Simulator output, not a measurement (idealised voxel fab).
The following is a process module called voxel wiring stack.
It is cross-section cut that appears here, measuring 140 nm in width, its square cells being 5 nm in size.
If you're reading a cross-section in this doc, picture square cells in a grid; it comes to you as bands, top ones listed first down to the bottom, and a band can be one or more rows of cells. A band entry consists of two parts. The first gives the height of the band's top and the height of its bottom, in nm. The rest lists the band's materials from left to right, each with its width in nm. A single material labelled with the word "full width" fills the band from edge to edge, and the word "empty" marks empty space. All heights in this document are referenced to 0, defined as the level beneath which the wafer, as received, consists entirely of one material. The lowest band is not bounded below; it extends indefinitely downward and is written in the form "from 0 down". The two numbers in a width such as "30..40" mark its ends across the band: the first belongs to the top row of cells, the second to the bottom row, and from each row to the next the width moves by the same amount. Any step labelled "changes: none" changed none of the cells in the cross-section. The entry "Cavities, closed" lists the empty spaces that cover at least 8 cells and have no open path to the top. Each is written as width x height at distance, where the distance is measured from the left edge and all three values are in nm. Anything after a step's settings on that line? It's the simulator's own note about the step. overlay nm, on a step with a mask: how far to the right of its planned place the mask lay; to the left if negative.

The following list gives the planned process steps:
| 1 | RECEIVE, material Si |
| 2 | CONFORMAL_DEP, material SiO2, thk nm 15 |
| 3 | DIRECTIONAL_DEP, material TiN, thk nm 5 |
| 4 | DIRECTIONAL_DEP, material Ru, thk nm 25 |
| 5 | MASKED_ETCH, tone cover, mask id METAL_1, width nm 25, pitch nm 40, etch materials Ru, depth nm 25, overlay nm 0 |
| 6 | MASKED_ETCH, tone cover, mask id METAL_1, width nm 25, pitch nm 40, etch materials TiN, depth nm 5, overlay nm 0 |
| 7 | FILL_DEP, material lowk, thk nm 5 |
| 8 | CMP, height nm 45 |
| 9 | CONFORMAL_DEP, material SiCN, thk nm 5 |
| 10 | DIRECTIONAL_DEP, material lowk, thk nm 20 |
| 11 | MASKED_ETCH, tone open, mask id PLUG_1, width nm 15, pitch nm 80, etch materials lowk, depth nm 20, overlay nm 0 |
| 12 | MASKED_ETCH, tone open, mask id PLUG_1, width nm 15, pitch nm 80, etch materials SiCN, depth nm 5, overlay nm 0 |
| 13 | EPI, material Ru, thk nm 10 |
| 14 | EPI, material Ru, thk nm 10 |
| 15 | EPI, material Ru, thk nm 5 |
| 16 | CONFORMAL_DEP, material SiCN, thk nm 5 |
| 17 | DIRECTIONAL_DEP, material SiO2, thk nm 25 |
| 18 | MASKED_ETCH, tone open, mask id METAL_2, width nm 25, pitch nm 40, etch materials SiO2, depth nm 25, overlay nm 0 |
| 19 | MASKED_ETCH, tone open, mask id METAL_2, width nm 25, pitch nm 40, etch materials SiCN, depth nm 5, overlay nm 0 |
| 20 | CONFORMAL_DEP, material TiN, thk nm 5 |
| 21 | FILL_DEP, material Cu, thk nm 5 |
| 22 | CMP, height nm 100 |
| 23 | EPI, material Ru, thk nm 5 |
| 24 | FILL_DEP, material SiCN, thk nm 5 |

As received, after step 1:
- from 0 down  Si full width
- Cavities, closed: none

Wafer cross-section at end of module: start and plan as shown above, one execution error:
- from 110 to 105  SiCN full width
- from 105 to 100  SiCN (10), then Ru (35), then SiCN (5), then Ru (35), then SiCN (5), then Ru (35), then SiCN (15)
- from 100 to 85  SiO2 (15), then TiN (5), then Cu (15), then TiN (5), then SiO2 (15), then TiN (5), then Cu (15), then TiN (5), then SiO2 (15), then TiN (5), then Cu (15), then TiN (5), then SiO2 (20)
- from 85 to 80  SiCN (15), then TiN (25), then SiCN (15), then TiN (25), then SiCN (15), then TiN (25), then SiCN (20)
- from 80 to 70  SiCN full width
- from 70 to 50  lowk (15), then Ru (15), then lowk (65), then Ru (15), then lowk (30)
- from 50 to 45  SiCN (15), then Ru (15), then SiCN (65), then Ru (15), then SiCN (30)
- from 45 to 20  lowk (15), then Ru (25), then lowk (15), then Ru (25), then lowk (15), then Ru (25), then lowk (20)
- from 20 to 15  lowk (15), then TiN (25), then lowk (15), then TiN (25), then lowk (15), then TiN (25), then lowk (20)
- from 15 to 0  SiO2 full width
- from 0 down  Si full width
- Cavities, closed: none
Misprocessing identified: step 16 did not happen as planned, as run it was CONFORMAL_DEP, material SiCN, thk nm 15
